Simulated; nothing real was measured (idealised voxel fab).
process module | voxel gate over fins
cross-section cut | 265 nm wide | cells 5 nm
A cross-section is a grid of square cells, given in bands from the top down. A band is one or more rows of cells.
Each band's line starts with the height of the band's top and of its bottom, in nm. Then come its materials from left to right, each with its width in nm. One material with "throughout" fills the band from edge to edge. "air" is empty space.
Height 0 is the level under which the wafer as received is all one material. The lowest band goes on downwards, as in "0 down".
A width such as "30 to 40" changes by the same amount from each row of cells to the next, from the band's top row to its bottom row.
"no change" after a step means that no cell of the cross-section changed.
closed voids: empty space of 8 cells or more with no open way to the top, each as width x height at its distance from the left edge, in nm
after a step's settings: what the simulator itself notes on the step
overlay nm, on a step with a mask: how far to the right of its planned place the mask lay; to the left if negative
plan
1 op RECEIVE | material Si
2 op CONFORMAL_DEP | material SiN | thk nm 10
3 op DIRECTIONAL_DEP | material aC | thk nm 10
4 op PATTERN | tone cover | mask id FINS | material resist | width nm 15 | pitch nm 50 | thk nm 25 | overlay nm 0
5 op DIRECTIONAL_ETCH | etch materials aC | depth nm 10
6 op STRIP | etch materials resist
7 op DIRECTIONAL_ETCH | etch materials SiN | depth nm 10
8 op DIRECTIONAL_ETCH | etch materials Si | depth nm 30
9 op STRIP | etch materials aC
10 op FILL_DEP | material SiO2 | thk nm 15
11 op CMP | height nm 10
12 op PATTERN | tone open | mask id RAIL | material resist | width nm 15 | thk nm 20 | overlay nm 0
13 op DIRECTIONAL_ETCH | etch materials SiO2 | depth nm 35
14 op STRIP | etch materials resist
15 op CONFORMAL_DEP | material TiN | thk nm 5
16 op FILL_DEP | material Ru | thk nm 5
17 op CMP | height nm 10
18 op SELECTIVE_ETCH | etch materials W Ru TiN | depth nm 25
19 op FILL_DEP | material SiO2 | thk nm 5
20 op CMP | height nm 10
21 op SELECTIVE_ETCH | etch materials SiO2 | depth nm 20
22 op STRIP | etch materials SiN
23 op CONFORMAL_DEP | material HfO2 | thk nm 5
24 op CONFORMAL_DEP | material TiN | thk nm 5
25 op CONFORMAL_DEP | material TiAl | thk nm 5
26 op CONFORMAL_DEP | material TiN | thk nm 5
27 op FILL_DEP | material W | thk nm 10
28 op CMP | height nm 25
29 op CONFORMAL_DEP | material SiN | thk nm 5
as received, after step 1
  0 down: Si throughout
  closed voids: none
first wafer at the end, as planned
  30 to 25: SiN throughout
  25 to 20: W throughout
  20 to 15: W 55 | TiN 155 | W 55
  15 to 10: W 55 | TiN 5 | TiAl 45 | TiN 5 | TiAl 45 | TiN 5 | TiAl 45 | TiN 5 | W 55
  10 to 5: TiN 60 | TiAl 5 | TiN 35 | TiAl 5 | TiN 5 | TiAl 5 | TiN 35 | TiAl 5 | TiN 5 | TiAl 5 | TiN 35 | TiAl 5 | TiN 60
  5 to 0: TiAl 65 | TiN 5 | HfO2 25 | TiN 5 | TiAl 15 | TiN 5 | HfO2 25 | TiN 5 | TiAl 15 | TiN 5 | HfO2 25 | TiN 5 | TiAl 65
  0 to -5: TiN 70 | HfO2 5 | Si 15 | HfO2 5 | TiN 25 | HfO2 5 | Si 15 | HfO2 5 | TiN 25 | HfO2 5 | Si 15 | HfO2 5 | TiN 70
  -5 to -10: HfO2 75 | Si 15 | HfO2 35 | Si 15 | HfO2 35 | Si 15 | HfO2 75
  -10 to -15: SiO2 75 | Si 15 | SiO2 35 | Si 15 | SiO2 35 | Si 15 | SiO2 75
  -15 to -20: SiO2 75 | Si 15 | SiO2 10 | TiN 5 | Ru 5 | TiN 5 | SiO2 10 | Si 15 | SiO2 35 | Si 15 | SiO2 75
  -20 to -25: SiO2 75 | Si 15 | SiO2 10 | TiN 15 | SiO2 10 | Si 15 | SiO2 35 | Si 15 | SiO2 75
  -25 to -30: SiO2 75 | Si 15 | SiO2 35 | Si 15 | SiO2 35 | Si 15 | SiO2 75
  -30 down: Si throughout
  closed voids: none
second wafer at the end: like start, like plan, one mistake
  30 to 25: SiN throughout
  25 to 20: W throughout
  20 to 15: W 55 | TiN 155 | W 55
  15 to 10: W 55 | TiN 5 | TiAl 45 | TiN 5 | TiAl 45 | TiN 5 | TiAl 45 | TiN 5 | W 55
  10 to 5: TiN 60 | TiAl 5 | TiN 35 | TiAl 5 | TiN 5 | TiAl 5 | TiN 35 | TiAl 5 | TiN 5 | TiAl 5 | TiN 35 | TiAl 5 | TiN 60
  5 to 0: TiAl 65 | TiN 5 | HfO2 25 | TiN 5 | TiAl 15 | TiN 5 | HfO2 25 | TiN 5 | TiAl 15 | TiN 5 | HfO2 25 | TiN 5 | TiAl 65
  0 to -5: TiN 70 | HfO2 5 | Si 15 | HfO2 5 | TiN 25 | HfO2 5 | Si 15 | HfO2 5 | TiN 25 | HfO2 5 | Si 15 | HfO2 5 | TiN 70
  -5 to -10: HfO2 75 | Si 15 | HfO2 35 | Si 15 | HfO2 35 | Si 15 | HfO2 75
  -10 to -15: SiO2 75 | Si 15 | SiO2 35 | Si 15 | SiO2 35 | Si 15 | SiO2 75
  -15 to -20: SiO2 75 | Si 15 | SiO2 5 | TiN 5 | Ru 5 | TiN 5 | SiO2 15 | Si 15 | SiO2 35 | Si 15 | SiO2 75
  -20 to -25: SiO2 75 | Si 15 | SiO2 5 | TiN 15 | SiO2 15 | Si 15 | SiO2 35 | Si 15 | SiO2 75
  -25 to -30: SiO2 75 | Si 15 | SiO2 35 | Si 15 | SiO2 35 | Si 15 | SiO2 75
  -30 down: Si throughout
  closed voids: none
what went wrong: step 12 ran as: op PATTERN | tone open | mask id RAIL | material resist | width nm 15 | thk nm 20 | overlay nm -5
at the end the second wafer has, in cells: as many of each material as the first, in other places
